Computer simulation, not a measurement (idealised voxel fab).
This section sets out a process module, namely voxel capacitor over wiring.
Pictured: cross-section cut, 150 nm wide, on a grid of 5 nm square cells.
Cross-sections here: square-cell grids, written as top-down lists of bands, a band being one or more rows of cells. Band entry format. Leading values: height of top, height of bottom, nm. Remainder: materials in left-to-right order, each with its width in nm. Special words: "all across" on a single material, which then fills the band edge to edge; "empty", empty space. Zero point of the height axis is 0; under it, received wafer = one material. Lowest band: continues down indefinitely, "0 down". You'd read "30 to 40" like this: the band's top row of cells is as wide as the first number, its bottom row is as wide as the second, and going down, every row changes width by the same amount as the row before did. Any step labelled "nothing got changed" changed none of the cells in the cross-section. You'll see "Voids, fully enclosed" listing empty spaces that have no way open to the top, as long as they're 8 cells or more; the notation is width x height at distance, where the distance is from the left edge, and all of it is in nm. after a step's settings: what the simulator itself notes on the step. overlay nm: where the mask lay relative to plan, measured to the right, on steps with a mask; negatives go left.
**Intended process steps**
- 1: RECEIVE,material Si
- 2: CONFORMAL_DEP,material SiO2,thk nm 10
- 3: DIRECTIONAL_DEP,material TiN,thk nm 5
- 4: DIRECTIONAL_DEP,material W,thk nm 15
- 5: MASKED_ETCH,tone cover,mask id METAL_1,width nm 30,pitch nm 90,etch materials W,depth nm 15,overlay nm 0
- 6: MASKED_ETCH,tone cover,mask id METAL_1,width nm 30,pitch nm 90,etch materials TiN,depth nm 5,overlay nm 0
- 7: CONFORMAL_DEP,material SiCN,thk nm 5
- 8: FILL_DEP,material lowk,thk nm 5
- 9: CMP,height nm 30
- 10: CONFORMAL_DEP,material SiCN,thk nm 5
- 11: DIRECTIONAL_DEP,material lowk,thk nm 15
- 12: MASKED_ETCH,tone open,mask id PLUG_1,width nm 15,etch materials lowk,depth nm 15,overlay nm 0
- 13: MASKED_ETCH,tone open,mask id PLUG_1,width nm 15,etch materials SiCN,depth nm 5,overlay nm 0
- 14: EPI,material Ru,thk nm 10
- 15: EPI,material Ru,thk nm 10
- 16: DIRECTIONAL_DEP,material TiN,thk nm 10
- 17: DIRECTIONAL_DEP,material SiN,thk nm 5
- 18: DIRECTIONAL_DEP,material TiN,thk nm 10
- 19: DIRECTIONAL_DEP,material aC,thk nm 15
- 20: PATTERN,tone cover,mask id UPPER_PLATE,material resist,width nm 65,thk nm 35,overlay nm 0
- 21: DIRECTIONAL_ETCH,etch materials aC,depth nm 15
- 22: STRIP,etch materials resist
- 23: DIRECTIONAL_ETCH,etch materials TiN,depth nm 10
- 24: DIRECTIONAL_ETCH,etch materials SiN,depth nm 5
- 25: STRIP,etch materials aC
- 26: DIRECTIONAL_DEP,material aC,thk nm 15
- 27: PATTERN,tone cover,mask id LOWER_PLATE,material resist,width nm 75,thk nm 35,overlay nm 0
- 28: DIRECTIONAL_ETCH,etch materials aC,depth nm 15
- 29: STRIP,etch materials resist
- 30: DIRECTIONAL_ETCH,etch materials TiN,depth nm 10
- 31: STRIP,etch materials aC
- 32: FILL_DEP,material SiO2,thk nm 15
- 33: CMP,height nm 85
- 34: PATTERN,tone open,mask id PLUG_2,material resist,width nm 15,thk nm 20,overlay nm 0
- 35: DIRECTIONAL_ETCH,etch materials SiO2,depth nm 10
- 36: STRIP,etch materials resist
- 37: CONFORMAL_DEP,material TiN,thk nm 5
- 38: FILL_DEP,material Cu,thk nm 10
- 39: CMP,height nm 85
- 40: CONFORMAL_DEP,material SiCN,thk nm 5
**Wafer at receipt (post step 1), cross-section**
* 0 down | Si all across
* Voids, fully enclosed: none
**The first of two wafers, cross-sectioned at the end of the module, with the run proceeding as planned**
* 90 to 85 | SiCN all across
* 85 to 80 | 40 of SiO2  5 of TiN  5 of Cu  5 of TiN  95 of SiO2
* 80 to 75 | 40 of SiO2  15 of TiN  95 of SiO2
* 75 to 65 | 30 of SiO2  65 of TiN  55 of SiO2
* 65 to 60 | 30 of SiO2  65 of SiN  55 of SiO2
* 60 to 50 | 25 of SiO2  75 of TiN  50 of SiO2
* 50 to 35 | 30 of lowk  15 of Ru  105 of lowk
* 35 to 30 | 30 of SiCN  15 of Ru  105 of SiCN
* 30 to 15 | 10 of lowk  5 of SiCN  30 of W  5 of SiCN  50 of lowk  5 of SiCN  30 of W  5 of SiCN  10 of lowk
* 15 to 10 | 15 of SiCN  30 of TiN  60 of SiCN  30 of TiN  15 of SiCN
* 10 to 0 | SiO2 all across
* 0 down | Si all across
* Voids, fully enclosed: none
**Second wafer cross-section at end of module - shared start and plan with the first, one mistake in the run**
* 90 to 85 | SiCN all across
* 85 to 75 | 30 of SiO2  25 of TiN  95 of SiO2
* 75 to 70 | 30 of SiO2  25 of SiN  40 of TiN  55 of SiO2
* 70 to 65 | 25 of SiO2  70 of TiN  55 of SiO2
* 65 to 60 | 25 of SiO2  30 of TiN  40 of SiN  55 of SiO2
* 60 to 50 | 20 of SiO2  35 of Ru  45 of TiN  50 of SiO2
* 50 to 35 | 30 of lowk  15 of Ru  105 of lowk
* 35 to 30 | 30 of SiCN  15 of Ru  105 of SiCN
* 30 to 15 | 10 of lowk  5 of SiCN  30 of W  5 of SiCN  50 of lowk  5 of SiCN  30 of W  5 of SiCN  10 of lowk
* 15 to 10 | 15 of SiCN  30 of TiN  60 of SiCN  30 of TiN  15 of SiCN
* 10 to 0 | SiO2 all across
* 0 down | Si all across
* Voids, fully enclosed: none
Want to know what went wrong? one of the matching steps 14 and 15 was carried out twice, and there is no way to identify which
Upon completion, the second wafer contains, in terms of cells, a greater or smaller amount of certain materials than the first wafer: -1 Cu; +14 Ru; -8 SiO2; -5 TiN
